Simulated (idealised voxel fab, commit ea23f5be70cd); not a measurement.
This is a process module. Its name is voxel quadruple lines.
Square cells of 5 nm make up the cross-section cut, whose width is 215 nm.
The cross-sections in this document take the form of a grid made of square cells. They are written out as bands, in order from top to bottom. Each band consists of one or more rows of cells. Quick guide to a band line: top height, bottom height (nm) up front; then every material left to right with its width in nm. Only one material and it's marked "throughout"? Then it fills the band edge to edge. And "air" just means empty space. Height is counted from the level 0, under which the received wafer is composed throughout of one material. The lowest of the bands is not closed at the bottom but continues downward, in the notation "0 nm and below". It should be noted that a width expressed as "30..40" varies in equal increments from row to row of cells within the band, taking the value of the first number at the top row and that of the second number at the bottom row. The designation "no modifications", where it is given for a processing step, indicates that no cell of the cross-section was altered in the course of that step. Listed in "Tabulated closed voids": every empty space of 8 or more cells without an open way to the top. Form: width x height at distance, the distance being from the left edge, all in nm. Heads up: the bit after the settings on a step's line is the simulator's remark on that step. Each step line may optionally specify "overlay nm", which for a step with a mask gives the rightward distance between the mask's planned place and where it lay, a negative value indicating the leftward direction.

**Planned step list for the process**
- 1: RECEIVE: material Si
- 2: CONFORMAL_DEP: material Al2O3, thk nm 10
- 3: DIRECTIONAL_DEP: material W, thk nm 15
- 4: DIRECTIONAL_DEP: material polySi, thk nm 20
- 5: DIRECTIONAL_DEP: material aC, thk nm 20
- 6: PATTERN: tone cover, mask id MANDREL, material resist, width nm 15, thk nm 25, overlay nm 0
- 7: DIRECTIONAL_ETCH: etch materials aC, depth nm 20
- 8: STRIP: etch materials resist
- 9: CONFORMAL_DEP: material SiO2, thk nm 15
- 10: DIRECTIONAL_ETCH: etch materials SiO2, depth nm 15
- 11: STRIP: etch materials aC
- 12: DIRECTIONAL_ETCH: etch materials polySi, depth nm 20
- 13: STRIP: etch materials SiO2
- 14: CONFORMAL_DEP: material SiCN, thk nm 5
- 15: DIRECTIONAL_ETCH: etch materials SiCN, depth nm 5
- 16: STRIP: etch materials polySi
- 17: DIRECTIONAL_ETCH: etch materials W, depth nm 15
- 18: STRIP: etch materials SiCN
- 19: FILL_DEP: material SiO2, thk nm 5
- 20: CMP: height nm 25
Heads up: all these wafers start the same, and what changes between them is the width nm in step 6. The value you see in the plan is just what the first wafer got.

**This is how the first of several wafers looked in cross-section when it arrived, which is after step 1**
	0 nm and below | Si throughout
	Tabulated closed voids: none

**Each row below is a wafer at the end of the module, listing for every material the number of cells it has gained (+) or lost (-) since it was received, followed by its closed voids**
width nm 15 | +86 Al2O3 | +117 SiO2 | +12 W | Tabulated closed voids: none
width nm 20 | +86 Al2O3 | +117 SiO2 | +12 W | Tabulated closed voids: none
width nm 25 | +86 Al2O3 | +117 SiO2 | +12 W | Tabulated closed voids: none
width nm 30 | +86 Al2O3 | +117 SiO2 | +12 W | Tabulated closed voids: none
width nm 35 | +86 Al2O3 | +117 SiO2 | +12 W | Tabulated closed voids: none
width nm 40 | +86 Al2O3 | +117 SiO2 | +12 W | Tabulated closed voids: none
